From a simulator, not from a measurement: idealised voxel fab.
process module | voxel released beams
cross-section cut | 205 nm wide | cells 5 nm
A cross-section is a grid of square cells, given in bands from the top down. A band is one or more rows of cells.
Each band's line starts with the height of the band's top and of its bottom, in nm. Then come its materials from left to right, each with its width in nm. One material with "throughout" fills the band from edge to edge. "air" is empty space.
Height 0 is the level under which the wafer as received is all one material. The lowest band goes on downwards, as in "0 down".
A width such as "30 to 40" changes by the same amount from each row of cells to the next, from the band's top row to its bottom row.
"no change" after a step means that no cell of the cross-section changed.
closed voids: empty space of 8 cells or more with no open way to the top, each as width x height at its distance from the left edge, in nm
after a step's settings: what the simulator itself notes on the step
overlay nm, on a step with a mask: how far to the right of its planned place the mask lay; to the left if negative
plan
1 op RECEIVE | material Si
2 op CONFORMAL_DEP | material Al2O3 | thk nm 10
3 op DIRECTIONAL_DEP | material SiO2 | thk nm 15
4 op PATTERN | tone open | mask id ANCHOR | material resist | width nm 35 | thk nm 20 | overlay nm 0
5 op DIRECTIONAL_ETCH | etch materials SiO2 | depth nm 15
6 op STRIP | etch materials resist
7 op CONFORMAL_DEP | material polySi | thk nm 10
8 op DIRECTIONAL_DEP | material aC | thk nm 10
9 op PATTERN | tone cover | mask id BEAM | material resist | width nm 100 | thk nm 30 | overlay nm 0
10 op DIRECTIONAL_ETCH | etch materials aC | depth nm 10
11 op STRIP | etch materials resist
12 op DIRECTIONAL_ETCH | etch materials polySi | depth nm 10
13 op STRIP | etch materials aC
14 op STRIP | etch materials SiO2
as received, after step 1
  0 down: Si throughout
  closed voids: none
first wafer at the end, as planned
  35 to 25: air 50 | polySi 15 | air 15 | polySi 70 | air 55
  25 to 20: air 55 | polySi 10 | air 15 | polySi 10 | air 115
  20 to 10: air 55 | polySi 35 | air 115
  10 to 0: Al2O3 throughout
  0 down: Si throughout
  closed voids: none
second wafer at the end: like start, like plan, one mistake
  35 to 25: air 50 | polySi 20 | air 5 | polySi 75 | air 55
  25 to 20: air 60 | polySi 10 | air 5 | polySi 10 | air 120
  20 to 10: air 60 | polySi 25 | air 120
  10 to 0: Al2O3 throughout
  0 down: Si throughout
  closed voids: none
what went wrong: step 4 ran as: op PATTERN | tone open | mask id ANCHOR | material resist | width nm 25 | thk nm 20 | overlay nm 0
at the end the second wafer has, in cells: as many of each material as the first, in other places
